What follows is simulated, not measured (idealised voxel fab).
process module | voxel air gaps
cross-section cut | 210 nm wide | cells 5 nm
A cross-section is a grid of square cells, given in bands from the top down. A band is one or more rows of cells.
Each band's line starts with the height of the band's top and of its bottom, in nm. Then come its materials from left to right, each with its width in nm. One material with "throughout" fills the band from edge to edge. "air" is empty space.
Height 0 is the level under which the wafer as received is all one material. The lowest band goes on downwards, as in "0 down".
A width such as "30 to 40" changes by the same amount from each row of cells to the next, from the band's top row to its bottom row.
"no change" after a step means that no cell of the cross-section changed.
closed voids: empty space of 8 cells or more with no open way to the top, each as width x height at its distance from the left edge, in nm
after a step's settings: what the simulator itself notes on the step
overlay nm, on a step with a mask: how far to the right of its planned place the mask lay; to the left if negative
plan
1 op RECEIVE | material Si
2 op CONFORMAL_DEP | material SiO2 | thk nm 10
3 op CONFORMAL_DEP | material SiN | thk nm 5
4 op DIRECTIONAL_DEP | material lowk | thk nm 35
5 op DIRECTIONAL_DEP | material aC | thk nm 15
6 op PATTERN | tone open | mask id LINES | material resist | width nm 15 | pitch nm 45 | thk nm 30 | overlay nm 0
7 op DIRECTIONAL_ETCH | etch materials aC | depth nm 15
8 op STRIP | etch materials resist
9 op DIRECTIONAL_ETCH | etch materials lowk | depth nm 35
10 op STRIP | etch materials aC
11 op CONFORMAL_DEP | material TiN | thk nm 5
12 op FILL_DEP | material Ru | thk nm 5
13 op CMP | height nm 50
14 op EPI | material Ru | thk nm 10
15 op SELECTIVE_ETCH | etch materials lowk | depth nm 45
16 op CONFORMAL_DEP | material SiCN | thk nm 5
as received, after step 1
  0 down: Si throughout
  closed voids: none
a wafer at the end: this start, this plan, one mistake
  75 to 70: air 5 | SiCN 200 | air 5
  70 to 50: air 5 | SiCN 5 | Ru 190 | SiCN 5 | air 5
  50 to 45: air 5 | SiCN 25 | TiN 5 | Ru 5 | TiN 5 | lowk 30 | TiN 5 | Ru 5 | TiN 5 | lowk 30 | TiN 5 | Ru 5 | TiN 5 | lowk 30 | TiN 5 | Ru 5 | TiN 5 | SiCN 25 | air 5
  45 to 20: air 25 | SiCN 5 | TiN 5 | Ru 5 | TiN 5 | lowk 30 | TiN 5 | Ru 5 | TiN 5 | lowk 30 | TiN 5 | Ru 5 | TiN 5 | lowk 30 | TiN 5 | Ru 5 | TiN 5 | SiCN 5 | air 25
  20 to 15: SiCN 30 | TiN 15 | lowk 30 | TiN 15 | lowk 30 | TiN 15 | lowk 30 | TiN 15 | SiCN 30
  15 to 10: SiN throughout
  10 to 0: SiO2 throughout
  0 down: Si throughout
  closed voids: none
what went wrong: step 14 was run twice
